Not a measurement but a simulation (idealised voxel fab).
Documented hereafter: the process module known as voxel plated lines.
FYI the section here is cut, 230 nm wide, cells are 5 nm squares.
For the purposes of this document, a cross-section shall be understood as a grid of square cells, specified as bands listed in top-to-bottom order, each band consisting of one or more rows of cells.
The band entry comprises the height of the band's top followed by the height of its bottom, expressed in nm, and subsequently the band's materials from left to right, each stated together with its width in nm. Where a single material is marked with the word "all across", that material fills the band from edge to edge. The word "blank" represents empty space.
Heights are reckoned from 0. Under this level, the received wafer is all of one material. The bottommost band is open-ended downward, for example "from 0 down".
A two-number width, for instance "30->40", indicates that the width is equal to the first number in the top row of the band and to the second number in the bottom row, and that it changes by a constant amount per row of cells.
Reading "nothing different" for a step: not a cell of the cross-section changed in it.
This entry, "Fully sealed voids", enumerates those empty regions of no fewer than 8 cells that possess no open connection to the top. Each region is reported in the form width x height at distance, the distance being taken from the left edge, with all three quantities expressed in nm.
What comes after the settings on a step's line is commentary from the simulator itself on that step.
A step's line can hold "overlay nm"; with a mask on that step, the setting says how far right of the planned place the mask lay, while a negative setting says it lay to the left.

# The process steps that were planned are listed below
1,RECEIVE,material Si
2,CONFORMAL_DEP,material SiN,thk nm 15
3,DIRECTIONAL_DEP,material TiN,thk nm 5
4,PATTERN,tone open,mask id LINES,material resist,width nm 15,pitch nm 35,thk nm 20,overlay nm 0
5,EPI,material Ru,thk nm 5
6,STRIP,etch materials resist
7,DIRECTIONAL_ETCH,etch materials TiN,depth nm 5
8,CONFORMAL_DEP,material SiN,thk nm 10

# Shown in cross-section is the wafer as received, that is, as it stands after step 1
  from 0 down | Si all across
  Fully sealed voids: none

# End-of-module cross-section. Starting structure and process plan as above; one mistake made in running it
  from 35 to 25 | SiN all across
  from 25 to 20 | Ru 55 nm / SiN 15 nm / Ru 20 nm / SiN 15 nm / Ru 20 nm / SiN 15 nm / Ru 20 nm / SiN 15 nm / Ru 55 nm
  from 20 to 15 | TiN 55 nm / SiN 15 nm / TiN 20 nm / SiN 15 nm / TiN 20 nm / SiN 15 nm / TiN 20 nm / SiN 15 nm / TiN 55 nm
  from 15 to 0 | SiN all across
  from 0 down | Si all across
  Fully sealed voids: none
Heads up, the wafer didn't run the way we planned it: contrary to plan, step 4 was performed as PATTERN,tone cover,mask id LINES,material resist,width nm 15,pitch nm 35,thk nm 20,overlay nm 0
